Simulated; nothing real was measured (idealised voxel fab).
process module | voxel released beams
cross-section cut | 165 nm wide | cells 5 nm
A cross-section is a grid of square cells, given in bands from the top down. A band is one or more rows of cells.
Each band's line starts with the height of the band's top and of its bottom, in nm. Then come its materials from left to right, each with its width in nm. One material with "throughout" fills the band from edge to edge. "air" is empty space.
Height 0 is the level under which the wafer as received is all one material. The lowest band goes on downwards, as in "0 down".
A width such as "30 to 40" changes by the same amount from each row of cells to the next, from the band's top row to its bottom row.
"no change" after a step means that no cell of the cross-section changed.
closed voids: empty space of 8 cells or more with no open way to the top, each as width x height at its distance from the left edge, in nm
after a step's settings: what the simulator itself notes on the step
overlay nm, on a step with a mask: how far to the right of its planned place the mask lay; to the left if negative
plan
1 op RECEIVE | material Si
2 op CONFORMAL_DEP | material SiN | thk nm 10
3 op DIRECTIONAL_DEP | material SiO2 | thk nm 15
4 op PATTERN | tone open | mask id ANCHOR | material resist | width nm 40 | thk nm 15 | overlay nm 0
5 op DIRECTIONAL_ETCH | etch materials SiO2 | depth nm 15
6 op STRIP | etch materials resist
7 op CONFORMAL_DEP | material W | thk nm 15
8 op DIRECTIONAL_DEP | material aC | thk nm 10
9 op PATTERN | tone cover | mask id BEAM | material resist | width nm 110 | thk nm 30 | overlay nm 0
10 op DIRECTIONAL_ETCH | etch materials aC | depth nm 10
11 op STRIP | etch materials resist
12 op DIRECTIONAL_ETCH | etch materials W | depth nm 15
13 op STRIP | etch materials aC
14 op STRIP | etch materials SiO2
as received, after step 1
  0 down: Si throughout
  closed voids: none
first wafer at the end, as planned
  40 to 25: air 25 | W 20 | air 10 | W 80 | air 30
  25 to 10: air 30 | W 40 | air 95
  10 to 0: SiN throughout
  0 down: Si throughout
  closed voids: none
second wafer at the end: like start, like plan, one mistake
  40 to 25: air 25 | W 60 | air 80
  25 to 10: air 15 | W 15 | SiO2 40 | W 65 | air 30
  10 to 0: SiN throughout
  0 down: Si throughout
  closed voids: none
what went wrong: step 4 ran as: op PATTERN | tone cover | mask id ANCHOR | material resist | width nm 40 | thk nm 15 | overlay nm 0
at the end the second wafer has, in cells: 24 more of SiO2
